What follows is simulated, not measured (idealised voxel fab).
Module name: voxel wiring stack (process module)
Displayed cross-section: cut, width of 290 nm, square cells sized 5 nm.
Each cross-section below is a grid of square cells, stated as bands in top-down order, with one or more rows of cells making up each band.
For a band, the entry starts with two heights in nm, that of the top and then that of the bottom, and carries on with the band's materials in order from left to right, each alongside its width in nm; the word "edge to edge" beside a single material means it fills the band edge to edge, and "air" means empty space.
Height is counted from the level 0, under which the received wafer is composed throughout of one material. The lowest of the bands is not closed at the bottom but continues downward, in the notation "0 nm and below".
You'd read "30->40" like this: the band's top row of cells is as wide as the first number, its bottom row is as wide as the second, and going down, every row changes width by the same amount as the row before did.
Where a step carries "no modifications", the cross-section came out of it unchanged, cell for cell.
Any empty space of 8 cells or more lacking an open way to the top shows up in "Closed empty spaces" as width x height at distance, distance from the left edge, in nm.
Formally, on a step line, whatever follows the settings is a remark that the simulator itself makes on the step.
Among the settings permitted on a step's line is "overlay nm"; applied to a step with a mask, it specifies the extent to which the mask lay to the right of its planned position, whereas a negative figure signifies a position to the left.
[Listed below are the process steps as planned]
| 1 | RECEIVE (material Si) |
| 2 | CONFORMAL_DEP (material SiO2; thk nm 15) |
| 3 | DIRECTIONAL_DEP (material TiN; thk nm 5) |
| 4 | DIRECTIONAL_DEP (material W; thk nm 20) |
| 5 | DIRECTIONAL_DEP (material aC; thk nm 10) |
| 6 | PATTERN (tone cover; mask id METAL_1; material resist; width nm 30; pitch nm 60; thk nm 25; overlay nm 0) |
| 7 | DIRECTIONAL_ETCH (etch materials aC; depth nm 10) |
| 8 | STRIP (etch materials resist) |
| 9 | DIRECTIONAL_ETCH (etch materials W; depth nm 20) |
| 10 | DIRECTIONAL_ETCH (etch materials TiN; depth nm 5) |
| 11 | STRIP (etch materials aC) |
| 12 | FILL_DEP (material SiO2; thk nm 5) |
| 13 | CMP (height nm 40) |
| 14 | CONFORMAL_DEP (material SiCN; thk nm 5) |
| 15 | DIRECTIONAL_DEP (material lowk; thk nm 30) |
| 16 | PATTERN (tone open; mask id METAL_2_HOLES; material resist; width nm 15; pitch nm 120; thk nm 15; overlay nm 0) |
| 17 | DIRECTIONAL_ETCH (etch materials lowk; depth nm 30) |
| 18 | STRIP (etch materials resist) |
| 19 | PATTERN (tone open; mask id METAL_2; material resist; width nm 30; pitch nm 60; thk nm 20; overlay nm 0) |
| 20 | DIRECTIONAL_ETCH (etch materials lowk; depth nm 20) |
| 21 | DIRECTIONAL_ETCH (etch materials SiCN; depth nm 5) |
| 22 | STRIP (etch materials resist) |
| 23 | CONFORMAL_DEP (material TiN; thk nm 5) |
| 24 | FILL_DEP (material Cu; thk nm 10) |
| 25 | CMP (height nm 75) |
| 26 | CONFORMAL_DEP (material SiCN; thk nm 5) |
| 27 | DIRECTIONAL_DEP (material SiO2; thk nm 15) |
| 28 | PATTERN (tone open; mask id PLUG_2; material resist; width nm 15; pitch nm 60; thk nm 15; overlay nm 0) |
| 29 | DIRECTIONAL_ETCH (etch materials SiO2; depth nm 15) |
| 30 | DIRECTIONAL_ETCH (etch materials SiCN; depth nm 5) |
| 31 | STRIP (etch materials resist) |
| 32 | EPI (material Ru; thk nm 10) |
| 33 | EPI (material Ru; thk nm 10) |
| 34 | DIRECTIONAL_DEP (material TiN; thk nm 5) |
| 35 | DIRECTIONAL_DEP (material W; thk nm 20) |
| 36 | DIRECTIONAL_DEP (material aC; thk nm 10) |
| 37 | PATTERN (tone cover; mask id METAL_3; material resist; width nm 30; pitch nm 60; thk nm 25; overlay nm 0) |
| 38 | DIRECTIONAL_ETCH (etch materials aC; depth nm 10) |
| 39 | STRIP (etch materials resist) |
| 40 | DIRECTIONAL_ETCH (etch materials W; depth nm 20) |
| 41 | DIRECTIONAL_ETCH (etch materials TiN; depth nm 5) |
| 42 | STRIP (etch materials aC) |
| 43 | FILL_DEP (material lowk; thk nm 5) |
| 44 | CMP (height nm 120) |
| 45 | CONFORMAL_DEP (material SiCN; thk nm 5) |
[So this is the incoming wafer in cross-section - it's already been through step 1]
    0 nm and below = Si edge to edge
    Closed empty spaces: none
[Cross-sectional view of the first of the two wafers upon completion of the module, processed in accordance with the plan]
    125 nm to 120 nm = SiCN edge to edge
    120 nm to 100 nm = 70 of lowk / 30 of W / 30 of lowk / 30 of W / 30 of lowk / 30 of W / 70 of lowk
    100 nm to 95 nm = 70 of lowk / 30 of TiN / 30 of lowk / 30 of TiN / 30 of lowk / 30 of TiN / 70 of lowk
    95 nm to 80 nm = 70 of SiO2 / 15 of Ru / 45 of SiO2 / 15 of Ru / 45 of SiO2 / 15 of Ru / 85 of SiO2
    80 nm to 75 nm = 70 of SiCN / 15 of Ru / 45 of SiCN / 15 of Ru / 45 of SiCN / 15 of Ru / 85 of SiCN
    75 nm to 60 nm = 70 of lowk / 5 of TiN / 20 of Cu / 5 of TiN / 30 of lowk / 5 of TiN / 20 of Cu / 5 of TiN / 30 of lowk / 5 of TiN / 20 of Cu / 5 of TiN / 70 of lowk
    60 nm to 55 nm = 70 of lowk / 5 of TiN / 5 of Cu / 20 of TiN / 30 of lowk / 30 of TiN / 30 of lowk / 5 of TiN / 5 of Cu / 20 of TiN / 70 of lowk
    55 nm to 45 nm = 70 of lowk / 5 of TiN / 5 of Cu / 5 of TiN / 105 of lowk / 5 of TiN / 5 of Cu / 5 of TiN / 85 of lowk
    45 nm to 40 nm = 70 of SiCN / 15 of TiN / 105 of SiCN / 15 of TiN / 85 of SiCN
    40 nm to 20 nm = 70 of SiO2 / 30 of W / 30 of SiO2 / 30 of W / 30 of SiO2 / 30 of W / 70 of SiO2
    20 nm to 15 nm = 70 of SiO2 / 30 of TiN / 30 of SiO2 / 30 of TiN / 30 of SiO2 / 30 of TiN / 70 of SiO2
    15 nm to 0 nm = SiO2 edge to edge
    0 nm and below = Si edge to edge
    Closed empty spaces: none
[second wafer at the end: like start, like plan, one mistake]
    125 nm to 120 nm = SiCN edge to edge
    120 nm to 100 nm = 70 of lowk / 30 of W / 30 of lowk / 30 of W / 30 of lowk / 30 of W / 70 of lowk
    100 nm to 95 nm = 70 of lowk / 30 of TiN / 30 of lowk / 30 of TiN / 30 of lowk / 30 of TiN / 70 of lowk
    95 nm to 80 nm = 70 of SiO2 / 15 of Ru / 45 of SiO2 / 15 of Ru / 45 of SiO2 / 15 of Ru / 85 of SiO2
    80 nm to 75 nm = 70 of SiCN / 15 of Ru / 45 of SiCN / 15 of Ru / 45 of SiCN / 15 of Ru / 85 of SiCN
    75 nm to 70 nm = Cu edge to edge
    70 nm to 65 nm = 75 of TiN / 20 of Cu / 40 of TiN / 20 of Cu / 40 of TiN / 20 of Cu / 75 of TiN
    65 nm to 45 nm = 70 of lowk / 5 of TiN / 20 of Cu / 5 of TiN / 30 of lowk / 5 of TiN / 20 of Cu / 5 of TiN / 30 of lowk / 5 of TiN / 20 of Cu / 5 of TiN / 70 of lowk
    45 nm to 40 nm = 70 of SiCN / 30 of TiN / 30 of SiCN / 30 of TiN / 30 of SiCN / 30 of TiN / 70 of SiCN
    40 nm to 20 nm = 70 of SiO2 / 30 of W / 30 of SiO2 / 30 of W / 30 of SiO2 / 30 of W / 70 of SiO2
    20 nm to 15 nm = 70 of SiO2 / 30 of TiN / 30 of SiO2 / 30 of TiN / 30 of SiO2 / 30 of TiN / 70 of SiO2
    15 nm to 0 nm = SiO2 edge to edge
    0 nm and below = Si edge to edge
    Closed empty spaces: none
Diagnosis: step 15: run off-plan, actual operation and settings DIRECTIONAL_DEP (material lowk; thk nm 20)
End check, counted in cells, second wafer has more or fewer of these materials than the first: Cu +76; SiCN -12; TiN +40; lowk -104
